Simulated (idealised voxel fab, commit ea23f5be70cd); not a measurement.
Process module under the name voxel ribs on slabs
The width of the displayed cross-section, cut, is 270 nm; its cells are square, with a size of 5 nm.
Each cross-section below is a grid of square cells, stated as bands in top-down order, with one or more rows of cells making up each band. Look at the band entry: it leads with the top's height and the bottom's height in nm. Then it lists the materials left to right, with a width in nm for each. The word "edge to edge" on a single material says that material fills the band edge to edge. The word "blank" is empty space. Zero point of the height axis is 0; under it, received wafer = one material. Lowest band: continues down indefinitely, "z 0 and below". Width "30..40": first value at the band's top row of cells, second value at its bottom row, equal change from row to row. "identical to before" (step): cross-section cells unchanged, all of them. So "Enclosed internal voids" is basically the list of trapped voids: any empty space of 8 cells or more that can't reach the top through an opening. They're written width x height at distance, the distance being from the left edge, and it's all nm. Note: text after step settings on the step line = simulator remark on that step. overlay nm: on a step with a mask, how far right of its planned place the mask lay; negative means left.
Below is the list of planned process steps:
| 1 | RECEIVE: material Si |
| 2 | DIRECTIONAL_DEP: material SiO2, thk nm 30 |
| 3 | DIRECTIONAL_DEP: material SiN, thk nm 20 |
| 4 | MASKED_ETCH: tone cover, mask id RIB, width nm 20, etch materials SiN, depth nm 15, overlay nm 0 |
| 5 | MASKED_ETCH: tone cover, mask id SLAB, width nm 50, etch materials SiN, depth nm 5, overlay nm 0 |
| 6 | FILL_DEP: material SiO2, thk nm 20 |
| 7 | CMP: height nm 65 |
| 8 | DIRECTIONAL_DEP: material TiN, thk nm 5 |
| 9 | DIRECTIONAL_DEP: material aC, thk nm 15 |
| 10 | PATTERN: tone cover, mask id HEATER, material resist, width nm 20, thk nm 35, overlay nm 0 |
| 11 | DIRECTIONAL_ETCH: etch materials aC, depth nm 15 |
| 12 | STRIP: etch materials resist |
| 13 | DIRECTIONAL_ETCH: etch materials TiN, depth nm 5 |
| 14 | STRIP: etch materials aC |
| 15 | CONFORMAL_DEP: material SiO2, thk nm 5 |
Across this set of wafers, the varied parameter is the width nm of step 10. Starting conditions are identical for every wafer, and the plan reports the value assigned to the first wafer.
First wafer of several, as received: cross-section after step 1:
  z 0 and below  Si edge to edge
  Enclosed internal voids: none
Cross-sectional representation of the first of several wafers at the end of the module, i.e. after its terminal step, step 15:
  z 75 to 70  blank 120 / SiO2 30 / blank 120
  z 70 to 65  SiO2 125 / TiN 20 / SiO2 125
  z 65 to 50  SiO2 edge to edge
  z 50 to 35  SiO2 125 / SiN 20 / SiO2 125
  z 35 to 30  SiO2 110 / SiN 50 / SiO2 110
  z 30 to 0  SiO2 edge to edge
  z 0 and below  Si edge to edge
  Enclosed internal voids: none
Cross-sectional view of the final wafer of several at the module's end:
  z 75 to 70  blank 110 / SiO2 55 / blank 105
  z 70 to 65  SiO2 115 / TiN 45 / SiO2 110
  z 65 to 50  SiO2 edge to edge
  z 50 to 35  SiO2 125 / SiN 20 / SiO2 125
  z 35 to 30  SiO2 110 / SiN 50 / SiO2 110
  z 30 to 0  SiO2 edge to edge
  z 0 and below  Si edge to edge
  Enclosed internal voids: none
Row per wafer, end-of-module: cell gain (+)/loss (-) by material since the wafer came in, then closed voids:
width nm 20 | +22 SiN | +736 SiO2 | +4 TiN | Enclosed internal voids: none
width nm 25 | +22 SiN | +736 SiO2 | +5 TiN | Enclosed internal voids: none
width nm 30 | +22 SiN | +736 SiO2 | +6 TiN | Enclosed internal voids: none
width nm 35 | +22 SiN | +736 SiO2 | +7 TiN | Enclosed internal voids: none
width nm 40 | +22 SiN | +736 SiO2 | +8 TiN | Enclosed internal voids: none
width nm 45 | +22 SiN | +736 SiO2 | +9 TiN | Enclosed internal voids: none
